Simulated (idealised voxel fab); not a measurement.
Title: Process Module voxel ribs on slabs
Displayed cross-section: cut, width of 205 nm, square cells sized 5 nm.
A cross-section is written here as square cells arranged in a grid, and it is given in bands from the top down, each band taking up one or more rows of cells.
In this notation a band is specified by the heights of its top and bottom, in that order and in nm, after which its materials appear from left to right, each paired with its width in nm. The word "everywhere" attached to a single material means that material fills the band from edge to edge; the word "blank" stands for empty space.
Below 0: as-received wafer, all one material; heights counted from there. Lowest band: no bottom, goes on down, written "top 0, no bottom".
The expression "30..40" gives the width at the extremes of the band, the first number at its top row of cells and the second at its bottom row, with the width changing by equal amounts from each row to the next in between.
"no modifications", as given for a step, is the statement that not any cell of the cross-section underwent a change during that step.
This entry, "Sealed cavities", enumerates those empty regions of no fewer than 8 cells that possess no open connection to the top. Each region is reported in the form width x height at distance, the distance being taken from the left edge, with all three quantities expressed in nm.
On each step's line, the part that comes after the settings is the simulator's own comment on the step.
"overlay nm", when on a step's line for a step with a mask, measures how far to the right of its planned place the mask lay; a negative measure means to the left.
# Process steps - plan
1) RECEIVE: material Si
2) DIRECTIONAL_DEP: material SiO2, thk nm 25
3) DIRECTIONAL_DEP: material polySi, thk nm 15
4) DIRECTIONAL_DEP: material aC, thk nm 15
5) PATTERN: tone cover, mask id RIB, material resist, width nm 25, thk nm 35, overlay nm 0
6) DIRECTIONAL_ETCH: etch materials aC, depth nm 15
7) STRIP: etch materials resist
8) DIRECTIONAL_ETCH: etch materials polySi, depth nm 5
9) STRIP: etch materials aC
10) DIRECTIONAL_DEP: material aC, thk nm 15
11) PATTERN: tone cover, mask id SLAB, material resist, width nm 85, thk nm 30, overlay nm 0
12) DIRECTIONAL_ETCH: etch materials aC, depth nm 15
13) STRIP: etch materials resist
14) DIRECTIONAL_ETCH: etch materials polySi, depth nm 10
15) STRIP: etch materials aC
16) FILL_DEP: material SiO2, thk nm 15
17) CMP: height nm 50
18) DIRECTIONAL_DEP: material TiN, thk nm 10
19) DIRECTIONAL_DEP: material aC, thk nm 15
20) PATTERN: tone cover, mask id HEATER, material resist, width nm 35, thk nm 35, overlay nm 0
21) DIRECTIONAL_ETCH: etch materials aC, depth nm 15
22) STRIP: etch materials resist
23) DIRECTIONAL_ETCH: etch materials TiN, depth nm 10
24) STRIP: etch materials aC
25) CONFORMAL_DEP: material SiN, thk nm 10
# First of two wafers - as planned
# The cross-section here shows the wafer as received, i.e. in its state after step 1
top 0, no bottom | Si everywhere
Sealed cavities: none
# You're looking at a cross-section of the wafer after step 2
top 25, bottom 0 | SiO2 everywhere
All layers under 0 are left as they were.
# You're looking at a cross-section of the wafer after step 3
top 40, bottom 25 | polySi everywhere
All layers under 25 are left as they were.
# You're looking at a cross-section of the wafer after step 4
top 55, bottom 40 | aC everywhere
All layers under 40 are left as they were.
# You're looking at a cross-section of the wafer after step 5
top 90, bottom 55 | blank (90), resist (25), blank (90)
All layers under 55 are left as they were.
# You're looking at a cross-section of the wafer after step 6
top 75, bottom 55 | blank (90), resist (25), blank (90)
top 55, bottom 40 | blank (90), aC (25), blank (90)
All layers under 40 are left as they were.
# You're looking at a cross-section of the wafer after step 7
top 55, bottom 40 | blank (90), aC (25), blank (90)
All layers under 40 are left as they were.
# You're looking at a cross-section of the wafer after step 8
top 55, bottom 40 | blank (90), aC (25), blank (90)
top 40, bottom 35 | blank (90), polySi (25), blank (90)
All layers under 35 are left as they were.
# You're looking at a cross-section of the wafer after step 9
top 40, bottom 35 | blank (90), polySi (25), blank (90)
All layers under 35 are left as they were.
# You're looking at a cross-section of the wafer after step 10
top 55, bottom 50 | blank (90), aC (25), blank (90)
top 50, bottom 40 | aC everywhere
top 40, bottom 35 | aC (90), polySi (25), aC (90)
All layers under 35 are left as they were.
# You're looking at a cross-section of the wafer after step 11
top 85, bottom 55 | blank (60), resist (85), blank (60)
top 55, bottom 50 | blank (60), resist (30), aC (25), resist (30), blank (60)
All layers under 50 are left as they were.
# You're looking at a cross-section of the wafer after step 12
top 70, bottom 55 | blank (60), resist (85), blank (60)
top 55, bottom 50 | blank (60), resist (30), aC (25), resist (30), blank (60)
top 50, bottom 40 | blank (60), aC (85), blank (60)
top 40, bottom 35 | blank (60), aC (30), polySi (25), aC (30), blank (60)
All layers under 35 are left as they were.
# You're looking at a cross-section of the wafer after step 13
top 55, bottom 50 | blank (90), aC (25), blank (90)
All layers under 50 are left as they were.
# You're looking at a cross-section of the wafer after step 14
top 55, bottom 50 | blank (90), aC (25), blank (90)
top 50, bottom 40 | blank (60), aC (85), blank (60)
top 40, bottom 35 | blank (60), aC (30), polySi (25), aC (30), blank (60)
top 35, bottom 25 | blank (60), polySi (85), blank (60)
All layers under 25 are left as they were.
# You're looking at a cross-section of the wafer after step 15
top 40, bottom 35 | blank (90), polySi (25), blank (90)
All layers under 35 are left as they were.
# You're looking at a cross-section of the wafer after step 16
top 55, bottom 40 | SiO2 everywhere
top 40, bottom 35 | SiO2 (90), polySi (25), SiO2 (90)
top 35, bottom 25 | SiO2 (60), polySi (85), SiO2 (60)
All layers under 25 are left as they were.
# You're looking at a cross-section of the wafer after step 17
top 50, bottom 40 | SiO2 everywhere
All layers under 40 are left as they were.
# You're looking at a cross-section of the wafer after step 18
top 60, bottom 50 | TiN everywhere
All layers under 50 are left as they were.
# You're looking at a cross-section of the wafer after step 19
top 75, bottom 60 | aC everywhere
All layers under 60 are left as they were.
# You're looking at a cross-section of the wafer after step 20
top 110, bottom 75 | blank (85), resist (35), blank (85)
All layers under 75 are left as they were.
# You're looking at a cross-section of the wafer after step 21
top 95, bottom 75 | blank (85), resist (35), blank (85)
top 75, bottom 60 | blank (85), aC (35), blank (85)
All layers under 60 are left as they were.
# You're looking at a cross-section of the wafer after step 22
top 75, bottom 60 | blank (85), aC (35), blank (85)
All layers under 60 are left as they were.
# You're looking at a cross-section of the wafer after step 23
top 75, bottom 60 | blank (85), aC (35), blank (85)
top 60, bottom 50 | blank (85), TiN (35), blank (85)
All layers under 50 are left as they were.
# You're looking at a cross-section of the wafer after step 24
top 60, bottom 50 | blank (85), TiN (35), blank (85)
All layers under 50 are left as they were.
# You're looking at a cross-section of the wafer after step 25
top 70, bottom 60 | blank (75), SiN (55), blank (75)
top 60, bottom 50 | SiN (85), TiN (35), SiN (85)
All layers under 50 are left as they were.
# Second wafer, same starting state and plan as the first, one mistake in the run, identical through step 24
Look at the second wafer in cross-section at the time step 25 ought to have finished: no modifications
In executing the process, a mistake was made relative to the plan: step 25 was left out
Cell-count delta at end, second wafer over first, by material: 90 fewer of SiN
